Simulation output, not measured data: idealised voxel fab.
process module | voxel capacitor over wiring
cross-section cut | 160 nm wide | cells 5 nm
A cross-section is a grid of square cells, given in bands from the top down. A band is one or more rows of cells.
Each band's line starts with the height of the band's top and of its bottom, in nm. Then come its materials from left to right, each with its width in nm. One material with "throughout" fills the band from edge to edge. "air" is empty space.
Height 0 is the level under which the wafer as received is all one material. The lowest band goes on downwards, as in "0 down".
A width such as "30 to 40" changes by the same amount from each row of cells to the next, from the band's top row to its bottom row.
"no change" after a step means that no cell of the cross-section changed.
closed voids: empty space of 8 cells or more with no open way to the top, each as width x height at its distance from the left edge, in nm
after a step's settings: what the simulator itself notes on the step
overlay nm, on a step with a mask: how far to the right of its planned place the mask lay; to the left if negative
plan
1 op RECEIVE | material Si
2 op CONFORMAL_DEP | material SiO2 | thk nm 15
3 op CONFORMAL_DEP | material SiCN | thk nm 5
4 op DIRECTIONAL_DEP | material SiO2 | thk nm 20
5 op DIRECTIONAL_DEP | material aC | thk nm 15
6 op PATTERN | tone open | mask id METAL_1 | material resist | width nm 15 | pitch nm 70 | thk nm 35 | overlay nm 0
7 op DIRECTIONAL_ETCH | etch materials aC | depth nm 15
8 op STRIP | etch materials resist
9 op DIRECTIONAL_ETCH | etch materials SiO2 | depth nm 20
10 op DIRECTIONAL_ETCH | etch materials SiCN | depth nm 5
11 op STRIP | etch materials aC
12 op CONFORMAL_DEP | material TiN | thk nm 5
13 op FILL_DEP | material Cu | thk nm 5
14 op CMP | height nm 40
15 op EPI | material Ru | thk nm 5
16 op FILL_DEP | material SiCN | thk nm 5
17 op DIRECTIONAL_DEP | material lowk | thk nm 10
18 op PATTERN | tone open | mask id PLUG_1 | material resist | width nm 15 | thk nm 20 | overlay nm 0
19 op DIRECTIONAL_ETCH | etch materials lowk | depth nm 10
20 op DIRECTIONAL_ETCH | etch materials SiCN | depth nm 5
21 op STRIP | etch materials resist
22 op CONFORMAL_DEP | material TiN | thk nm 5
23 op FILL_DEP | material W | thk nm 5
24 op CMP | height nm 60
25 op DIRECTIONAL_DEP | material TiN | thk nm 5
26 op DIRECTIONAL_DEP | material SiN | thk nm 5
27 op DIRECTIONAL_DEP | material TiN | thk nm 10
28 op DIRECTIONAL_DEP | material aC | thk nm 15
29 op PATTERN | tone cover | mask id UPPER_PLATE | material resist | width nm 55 | thk nm 35 | overlay nm 0
30 op DIRECTIONAL_ETCH | etch materials aC | depth nm 15
31 op STRIP | etch materials resist
32 op DIRECTIONAL_ETCH | etch materials TiN | depth nm 10
33 op DIRECTIONAL_ETCH | etch materials SiN | depth nm 5
34 op STRIP | etch materials aC
35 op PATTERN | tone cover | mask id LOWER_PLATE | material resist | width nm 65 | thk nm 20 | overlay nm 0
36 op DIRECTIONAL_ETCH | etch materials TiN | depth nm 5
37 op STRIP | etch materials resist
38 op FILL_DEP | material SiO2 | thk nm 15
39 op CMP | height nm 90
40 op MASKED_ETCH | tone open | mask id PLUG_2 | width nm 15 | etch materials SiO2 | depth nm 10 | overlay nm 0
41 op CONFORMAL_DEP | material TiN | thk nm 5
42 op FILL_DEP | material Cu | thk nm 10
43 op CMP | height nm 90
44 op CONFORMAL_DEP | material SiN | thk nm 5
varied across the wafers: width nm of step 6. The plan shows the first wafer's value. All wafers start alike
first wafer as received, after step 1
  0 down: Si throughout
  closed voids: none
first wafer at the end, after step 44
  95 to 90: SiN throughout
  90 to 85: SiO2 50 | TiN 5 | Cu 5 | TiN 5 | SiO2 95
  85 to 80: SiO2 50 | TiN 15 | SiO2 95
  80 to 70: SiO2 40 | TiN 55 | SiO2 65
  70 to 65: SiO2 40 | SiN 55 | SiO2 65
  65 to 60: SiO2 35 | TiN 65 | SiO2 60
  60 to 50: lowk 40 | TiN 5 | W 5 | TiN 5 | lowk 105
  50 to 45: SiCN 40 | TiN 15 | SiCN 105
  45 to 40: SiCN 35 | Ru 25 | SiCN 45 | Ru 25 | SiCN 30
  40 to 20: SiO2 40 | TiN 5 | Cu 5 | TiN 5 | SiO2 55 | TiN 5 | Cu 5 | TiN 5 | SiO2 35
  20 to 15: SiCN 40 | TiN 15 | SiCN 55 | TiN 15 | SiCN 35
  15 to 0: SiO2 throughout
  0 down: Si throughout
  closed voids: none
last wafer at the end
  95 to 90: SiN throughout
  90 to 85: SiO2 50 | TiN 5 | Cu 5 | TiN 5 | SiO2 95
  85 to 80: SiO2 50 | TiN 15 | SiO2 95
  80 to 70: SiO2 40 | TiN 55 | SiO2 65
  70 to 65: SiO2 40 | SiN 55 | SiO2 65
  65 to 60: SiO2 35 | TiN 65 | SiO2 60
  60 to 50: lowk 40 | TiN 5 | W 5 | TiN 5 | lowk 105
  50 to 45: SiCN 40 | TiN 15 | SiCN 105
  45 to 40: SiCN 25 | Ru 45 | SiCN 25 | Ru 45 | SiCN 20
  40 to 20: SiO2 30 | TiN 5 | Cu 25 | TiN 5 | SiO2 35 | TiN 5 | Cu 25 | TiN 5 | SiO2 25
  20 to 15: SiCN 30 | TiN 35 | SiCN 35 | TiN 35 | SiCN 25
  15 to 0: SiO2 throughout
  0 down: Si throughout
  closed voids: none
each wafer at the end: cells of each material gained (+) or lost (-) since it was received, then its closed voids
width nm 15 | +9 Cu | +10 Ru | +77 SiCN | +43 SiN | +340 SiO2 | +69 TiN | +2 W | +58 lowk | closed voids: none
width nm 20 | +17 Cu | +12 Ru | +73 SiCN | +43 SiN | +332 SiO2 | +71 TiN | +2 W | +58 lowk | closed voids: none
width nm 25 | +25 Cu | +14 Ru | +69 SiCN | +43 SiN | +324 SiO2 | +73 TiN | +2 W | +58 lowk | closed voids: none
width nm 30 | +33 Cu | +16 Ru | +65 SiCN | +43 SiN | +316 SiO2 | +75 TiN | +2 W | +58 lowk | closed voids: none
width nm 35 | +41 Cu | +18 Ru | +61 SiCN | +43 SiN | +308 SiO2 | +77 TiN | +2 W | +58 lowk | closed voids: none
